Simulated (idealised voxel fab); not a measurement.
process module | voxel wiring stack
cross-section cut | 165 nm wide | cells 5 nm
A cross-section is a grid of square cells, given in bands from the top down. A band is one or more rows of cells.
Each band's line starts with the height of the band's top and of its bottom, in nm. Then come its materials from left to right, each with its width in nm. One material with "throughout" fills the band from edge to edge. "air" is empty space.
Height 0 is the level under which the wafer as received is all one material. The lowest band goes on downwards, as in "0 down".
A width such as "30 to 40" changes by the same amount from each row of cells to the next, from the band's top row to its bottom row.
"no change" after a step means that no cell of the cross-section changed.
closed voids: empty space of 8 cells or more with no open way to the top, each as width x height at its distance from the left edge, in nm
after a step's settings: what the simulator itself notes on the step
overlay nm, on a step with a mask: how far to the right of its planned place the mask lay; to the left if negative
plan
1 op RECEIVE | material Si
2 op CONFORMAL_DEP | material SiO2 | thk nm 10
3 op DIRECTIONAL_DEP | material TiN | thk nm 5
4 op DIRECTIONAL_DEP | material W | thk nm 25
5 op PATTERN | tone cover | mask id METAL_1 | material resist | width nm 20 | pitch nm 40 | thk nm 15 | overlay nm 0
6 op DIRECTIONAL_ETCH | etch materials W | depth nm 25
7 op DIRECTIONAL_ETCH | etch materials TiN | depth nm 5
8 op STRIP | etch materials resist
9 op CONFORMAL_DEP | material SiCN | thk nm 5
10 op FILL_DEP | material lowk | thk nm 10
11 op CMP | height nm 40
12 op CONFORMAL_DEP | material SiCN | thk nm 5
13 op DIRECTIONAL_DEP | material SiO2 | thk nm 20
14 op DIRECTIONAL_DEP | material aC | thk nm 10
15 op PATTERN | tone open | mask id PLUG_1 | material resist | width nm 15 | pitch nm 40 | thk nm 25 | overlay nm 0
16 op DIRECTIONAL_ETCH | etch materials aC | depth nm 10
17 op STRIP | etch materials resist
18 op DIRECTIONAL_ETCH | etch materials SiO2 | depth nm 20
19 op DIRECTIONAL_ETCH | etch materials SiCN | depth nm 5
20 op STRIP | etch materials aC
21 op CONFORMAL_DEP | material TiN | thk nm 5
22 op FILL_DEP | material Cu | thk nm 10
23 op CMP | height nm 65
24 op DIRECTIONAL_DEP | material TiN | thk nm 5
25 op DIRECTIONAL_DEP | material Ru | thk nm 15
26 op PATTERN | tone cover | mask id METAL_2 | material resist | width nm 15 | pitch nm 40 | thk nm 20 | overlay nm 0
27 op DIRECTIONAL_ETCH | etch materials Ru | depth nm 15
28 op DIRECTIONAL_ETCH | etch materials TiN | depth nm 5
29 op STRIP | etch materials resist
30 op FILL_DEP | material lowk | thk nm 10
31 op CMP | height nm 85
32 op CONFORMAL_DEP | material SiCN | thk nm 5
33 op DIRECTIONAL_DEP | material lowk | thk nm 20
34 op PATTERN | tone open | mask id PLUG_2 | material resist | width nm 15 | pitch nm 40 | thk nm 15 | overlay nm 0
35 op DIRECTIONAL_ETCH | etch materials lowk | depth nm 20
36 op DIRECTIONAL_ETCH | etch materials SiCN | depth nm 5
37 op STRIP | etch materials resist
38 op EPI | material Ru | thk nm 10
39 op EPI | material Ru | thk nm 10
40 op EPI | material Ru | thk nm 5
41 op DIRECTIONAL_DEP | material TiN | thk nm 5
42 op DIRECTIONAL_DEP | material Ru | thk nm 15
43 op DIRECTIONAL_DEP | material aC | thk nm 10
44 op PATTERN | tone cover | mask id METAL_3 | material resist | width nm 20 | pitch nm 40 | thk nm 25 | overlay nm 0
45 op DIRECTIONAL_ETCH | etch materials aC | depth nm 10
46 op STRIP | etch materials resist
47 op DIRECTIONAL_ETCH | etch materials Ru | depth nm 15
48 op DIRECTIONAL_ETCH | etch materials TiN | depth nm 5
49 op STRIP | etch materials aC
50 op CONFORMAL_DEP | material SiN | thk nm 5
51 op FILL_DEP | material SiO2 | thk nm 10
52 op CMP | height nm 130
53 op CONFORMAL_DEP | material SiCN | thk nm 5
54 op DIRECTIONAL_DEP | material lowk | thk nm 20
55 op MASKED_ETCH | tone open | mask id PLUG_3 | width nm 15 | pitch nm 40 | etch materials lowk | depth nm 20 | overlay nm 0
56 op MASKED_ETCH | tone open | mask id PLUG_3 | width nm 15 | pitch nm 40 | etch materials SiCN | depth nm 5 | overlay nm 0
57 op EPI | material Ru | thk nm 10
58 op EPI | material Ru | thk nm 10
59 op EPI | material Ru | thk nm 5
60 op DIRECTIONAL_DEP | material TiN | thk nm 5
61 op DIRECTIONAL_DEP | material W | thk nm 15
62 op MASKED_ETCH | tone cover | mask id METAL_4 | width nm 20 | pitch nm 40 | etch materials W | depth nm 15 | overlay nm 0
63 op MASKED_ETCH | tone cover | mask id METAL_4 | width nm 20 | pitch nm 40 | etch materials TiN | depth nm 5 | overlay nm 0
64 op FILL_DEP | material SiO2 | thk nm 10
65 op CMP | height nm 175
66 op CONFORMAL_DEP | material SiCN | thk nm 5
varied across the wafers: width nm of step 26. The plan shows the first wafer's value. All wafers start alike
first wafer as received, after step 1
  0 down: Si throughout
  closed voids: none
first wafer at the end, after step 66
  180 to 175: SiCN throughout
  175 to 160: SiO2 30 | W 20 | SiO2 20 | W 20 | SiO2 20 | W 20 | SiO2 35
  160 to 155: SiO2 30 | TiN 20 | SiO2 20 | TiN 20 | SiO2 20 | TiN 20 | SiO2 35
  155 to 135: lowk 30 | Ru 15 | lowk 25 | Ru 15 | lowk 25 | Ru 15 | lowk 40
  135 to 130: SiCN 30 | Ru 15 | SiCN 25 | Ru 15 | SiCN 25 | Ru 15 | SiCN 40
  130 to 115: SiO2 25 | SiN 5 | Ru 20 | SiN 5 | SiO2 10 | SiN 5 | Ru 20 | SiN 5 | SiO2 10 | SiN 5 | Ru 20 | SiN 5 | SiO2 30
  115 to 110: SiN 30 | TiN 20 | SiN 20 | TiN 20 | SiN 20 | TiN 20 | SiN 35
  110 to 90: lowk 30 | Ru 15 | lowk 25 | Ru 15 | lowk 25 | Ru 15 | lowk 40
  90 to 85: SiCN 30 | Ru 15 | SiCN 25 | Ru 15 | SiCN 25 | Ru 15 | SiCN 40
  85 to 70: lowk 35 | Ru 15 | lowk 25 | Ru 15 | lowk 25 | Ru 15 | lowk 35
  70 to 65: lowk 35 | TiN 15 | lowk 25 | TiN 15 | lowk 25 | TiN 15 | lowk 35
  65 to 45: SiO2 30 | TiN 5 | Cu 5 | TiN 5 | SiO2 25 | TiN 5 | Cu 5 | TiN 5 | SiO2 25 | TiN 5 | Cu 5 | TiN 5 | SiO2 40
  45 to 40: SiCN 30 | TiN 15 | SiCN 25 | TiN 15 | SiCN 25 | TiN 15 | SiCN 40
  40 to 15: lowk 25 | SiCN 5 | W 20 | SiCN 5 | lowk 10 | SiCN 5 | W 20 | SiCN 5 | lowk 10 | SiCN 5 | W 20 | SiCN 5 | lowk 30
  15 to 10: SiCN 30 | TiN 20 | SiCN 20 | TiN 20 | SiCN 20 | TiN 20 | SiCN 35
  10 to 0: SiO2 throughout
  0 down: Si throughout
  closed voids: none
last wafer at the end
  180 to 175: SiCN throughout
  175 to 160: SiO2 30 | W 20 | SiO2 20 | W 20 | SiO2 20 | W 20 | SiO2 35
  160 to 155: SiO2 30 | TiN 20 | SiO2 20 | TiN 20 | SiO2 20 | TiN 20 | SiO2 35
  155 to 135: lowk 30 | Ru 15 | lowk 25 | Ru 15 | lowk 25 | Ru 15 | lowk 40
  135 to 130: SiCN 30 | Ru 15 | SiCN 25 | Ru 15 | SiCN 25 | Ru 15 | SiCN 40
  130 to 115: SiO2 25 | SiN 5 | Ru 20 | SiN 5 | SiO2 10 | SiN 5 | Ru 20 | SiN 5 | SiO2 10 | SiN 5 | Ru 20 | SiN 5 | SiO2 30
  115 to 110: SiN 30 | TiN 20 | SiN 20 | TiN 20 | SiN 20 | TiN 20 | SiN 35
  110 to 90: lowk 30 | Ru 15 | lowk 25 | Ru 15 | lowk 25 | Ru 15 | lowk 40
  90 to 85: SiCN 30 | Ru 15 | SiCN 25 | Ru 15 | SiCN 25 | Ru 15 | SiCN 40
  85 to 70: lowk 30 | Ru 25 | lowk 15 | Ru 25 | lowk 15 | Ru 25 | lowk 30
  70 to 65: lowk 30 | TiN 25 | lowk 15 | TiN 25 | lowk 15 | TiN 25 | lowk 30
  65 to 45: SiO2 30 | TiN 5 | Cu 5 | TiN 5 | SiO2 25 | TiN 5 | Cu 5 | TiN 5 | SiO2 25 | TiN 5 | Cu 5 | TiN 5 | SiO2 40
  45 to 40: SiCN 30 | TiN 15 | SiCN 25 | TiN 15 | SiCN 25 | TiN 15 | SiCN 40
  40 to 15: lowk 25 | SiCN 5 | W 20 | SiCN 5 | lowk 10 | SiCN 5 | W 20 | SiCN 5 | lowk 10 | SiCN 5 | W 20 | SiCN 5 | lowk 30
  15 to 10: SiCN 30 | TiN 20 | SiCN 20 | TiN 20 | SiCN 20 | TiN 20 | SiCN 35
  10 to 0: SiO2 throughout
  0 down: Si throughout
  closed voids: none
each wafer at the end: cells of each material gained (+) or lost (-) since it was received, then its closed voids
width nm 15 | +12 Cu | +153 Ru | +156 SiCN | +39 SiN | +291 SiO2 | +78 TiN | +96 W | +363 lowk | closed voids: none
width nm 20 | +12 Cu | +162 Ru | +156 SiCN | +39 SiN | +291 SiO2 | +81 TiN | +96 W | +351 lowk | closed voids: none
width nm 25 | +12 Cu | +171 Ru | +156 SiCN | +39 SiN | +291 SiO2 | +84 TiN | +96 W | +339 lowk | closed voids: none
